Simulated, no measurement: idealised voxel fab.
Herein follows the process module entitled voxel gate over fins.
Section shown: cut. Width: 220 nm. Cell size: 5 nm, square.
Each cross-section below is a grid of square cells, stated as bands in top-down order, with one or more rows of cells making up each band.
The entry gives the band's vertical extent as a top height and a bottom height in nm, then its horizontal make-up as materials from left to right, each with a width in nm. "blank" stands for empty space; a single material marked "everywhere" fills the band edge to edge.
We count height from 0. Below that, the starting wafer is all one material. The lowest band never ends at the bottom but goes on down; see "from 0 down" for how that is written.
The notation "30->40" denotes a width that varies across the rows of cells in the band, beginning at the first number in the top row, finishing at the second number in the bottom row, and changing by an identical amount from each row to the next.
Step note "no alteration" = no cross-section cell changed.
You'll see "Closed void roster" listing empty spaces that have no way open to the top, as long as they're 8 cells or more; the notation is width x height at distance, where the distance is from the left edge, and all of it is in nm.
Whatever follows a step's settings on its line is a remark the simulator itself makes about that step.
The line of a step may include "overlay nm". On a step with a mask, this value is how far to the right of its planned place the mask lay. A negative value means the mask lay to the left.
-- Set out below are the planned steps of the process
1 RECEIVE [material Si]
2 CONFORMAL_DEP [material SiN] [thk nm 5]
3 DIRECTIONAL_DEP [material aC] [thk nm 10]
4 PATTERN [tone cover] [mask id FINS] [material resist] [width nm 15] [pitch nm 40] [thk nm 25] [overlay nm 0]
5 DIRECTIONAL_ETCH [etch materials aC] [depth nm 10]
6 STRIP [etch materials resist]
7 DIRECTIONAL_ETCH [etch materials SiN] [depth nm 5]
8 DIRECTIONAL_ETCH [etch materials Si] [depth nm 30]
9 STRIP [etch materials aC]
10 FILL_DEP [material SiO2] [thk nm 10]
11 CMP [height nm 5]
12 SELECTIVE_ETCH [etch materials SiO2] [depth nm 20]
13 STRIP [etch materials SiN]
14 CONFORMAL_DEP [material HfO2] [thk nm 5]
15 CONFORMAL_DEP [material TiN] [thk nm 5]
16 FILL_DEP [material W] [thk nm 15]
17 CMP [height nm 20]
18 CONFORMAL_DEP [material SiN] [thk nm 5]
-- Incoming wafer, cross-sectional view, post step 1
from 0 down = Si everywhere
Closed void roster: none
-- Module complete, cross-section. Starting point and plan per above. One mistake made in running the module
from 25 to 20 = SiN everywhere
from 20 to 10 = W everywhere
from 10 to 5 = 70 W, then 35 HfO2, then 5 W, then 35 HfO2, then 75 W
from 5 to 0 = 70 W, then 5 HfO2, then 25 TiN, then 5 HfO2, then 5 W, then 5 HfO2, then 25 TiN, then 5 HfO2, then 75 W
from 0 to -5 = 70 W, then 5 HfO2, then 5 TiN, then 15 Si, then 5 TiN, then 5 HfO2, then 5 W, then 5 HfO2, then 5 TiN, then 15 Si, then 5 TiN, then 5 HfO2, then 75 W
from -5 to -10 = 75 HfO2, then 5 TiN, then 15 Si, then 5 TiN, then 15 HfO2, then 5 TiN, then 15 Si, then 5 TiN, then 80 HfO2
from -10 to -15 = 80 TiN, then 15 Si, then 25 TiN, then 15 Si, then 85 TiN
from -15 to -30 = 80 SiO2, then 15 Si, then 25 SiO2, then 15 Si, then 85 SiO2
from -30 down = Si everywhere
Closed void roster: none
Heads up, the wafer didn't run the way we planned it: the run placed steps 14 and 15 each in the position the plan gave to the other
